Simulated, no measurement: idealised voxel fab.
Presented below is a process module, voxel ribs on slabs.
Section shown: cut. Width: 145 nm. Cell size: 5 nm, square.
Cross-sections here: square-cell grids, written as top-down lists of bands, a band being one or more rows of cells.
The band entry comprises the height of the band's top followed by the height of its bottom, expressed in nm, and subsequently the band's materials from left to right, each stated together with its width in nm. Where a single material is marked with the word "everywhere", that material fills the band from edge to edge. The word "blank" represents empty space.
Convention: height 0 is the level below which the wafer, as received, is all one material. The lowest band does not terminate at the bottom but continues downward, represented as "top 0, no bottom".
The width entry "30->40" should be interpreted row by row: the top row of cells in the band takes the first number, the bottom row takes the second number, and the change between adjacent rows is uniform throughout.
"stayed the same", as given for a step, is the statement that not any cell of the cross-section underwent a change during that step.
Look at "Entrapped voids" for the closed voids: empty spaces with no open path to the top, sized 8 cells or up. Each is width x height at distance, distance from the left edge, all nm.
Whatever follows a step's settings on its line is a remark the simulator itself makes about that step.
Each step line may optionally specify "overlay nm", which for a step with a mask gives the rightward distance between the mask's planned place and where it lay, a negative value indicating the leftward direction.
## Planned process steps
1,RECEIVE,material Si
2,DIRECTIONAL_DEP,material SiO2,thk nm 25
3,DIRECTIONAL_DEP,material SiN,thk nm 15
4,PATTERN,tone cover,mask id RIB,material resist,width nm 25,thk nm 20,overlay nm 0
5,DIRECTIONAL_ETCH,etch materials SiN,depth nm 5
6,STRIP,etch materials resist
7,PATTERN,tone cover,mask id SLAB,material resist,width nm 85,thk nm 15,overlay nm 0
8,DIRECTIONAL_ETCH,etch materials SiN,depth nm 10
9,STRIP,etch materials resist
10,FILL_DEP,material SiO2,thk nm 15
11,CMP,height nm 40
12,DIRECTIONAL_DEP,material W,thk nm 10
13,PATTERN,tone cover,mask id HEATER,material resist,width nm 35,thk nm 20,overlay nm 0
14,DIRECTIONAL_ETCH,etch materials W,depth nm 10
15,STRIP,etch materials resist
16,CONFORMAL_DEP,material SiO2,thk nm 5
Don't read the plan's height nm for step 11 as applying to every wafer: that's the first wafer's value, and the wafers differ in it, though they all start identical.
## Cut through the first of several wafers as received, post step 1
top 0, no bottom | Si everywhere
Entrapped voids: none
## Module finished, last step 16 done: cross-section of the first of several wafers
top 55, bottom 50 | 50 blank, then 45 SiO2, then 50 blank
top 50, bottom 45 | 50 blank, then 5 SiO2, then 35 W, then 5 SiO2, then 50 blank
top 45, bottom 40 | 55 SiO2, then 35 W, then 55 SiO2
top 40, bottom 35 | 60 SiO2, then 25 SiN, then 60 SiO2
top 35, bottom 25 | 30 SiO2, then 85 SiN, then 30 SiO2
top 25, bottom 0 | SiO2 everywhere
top 0, no bottom | Si everywhere
Entrapped voids: none
## Cross-sectional depiction of the last of several wafers upon completion of the module
top 70, bottom 65 | 50 blank, then 45 SiO2, then 50 blank
top 65, bottom 60 | 50 blank, then 5 SiO2, then 35 W, then 5 SiO2, then 50 blank
top 60, bottom 55 | 55 SiO2, then 35 W, then 55 SiO2
top 55, bottom 40 | SiO2 everywhere
top 40, bottom 35 | 60 SiO2, then 25 SiN, then 60 SiO2
top 35, bottom 25 | 30 SiO2, then 85 SiN, then 30 SiO2
top 25, bottom 0 | SiO2 everywhere
top 0, no bottom | Si everywhere
Entrapped voids: none
## Per-wafer rows below. For each material: cells gained (+) or lost (-) since the wafer was received, as of end of module. Then: closed voids
height nm 40; +39 SiN; +226 SiO2; +14 W; Entrapped voids: none
height nm 45; +39 SiN; +255 SiO2; +14 W; Entrapped voids: none
height nm 50; +39 SiN; +284 SiO2; +14 W; Entrapped voids: none
height nm 55; +39 SiN; +313 SiO2; +14 W; Entrapped voids: none
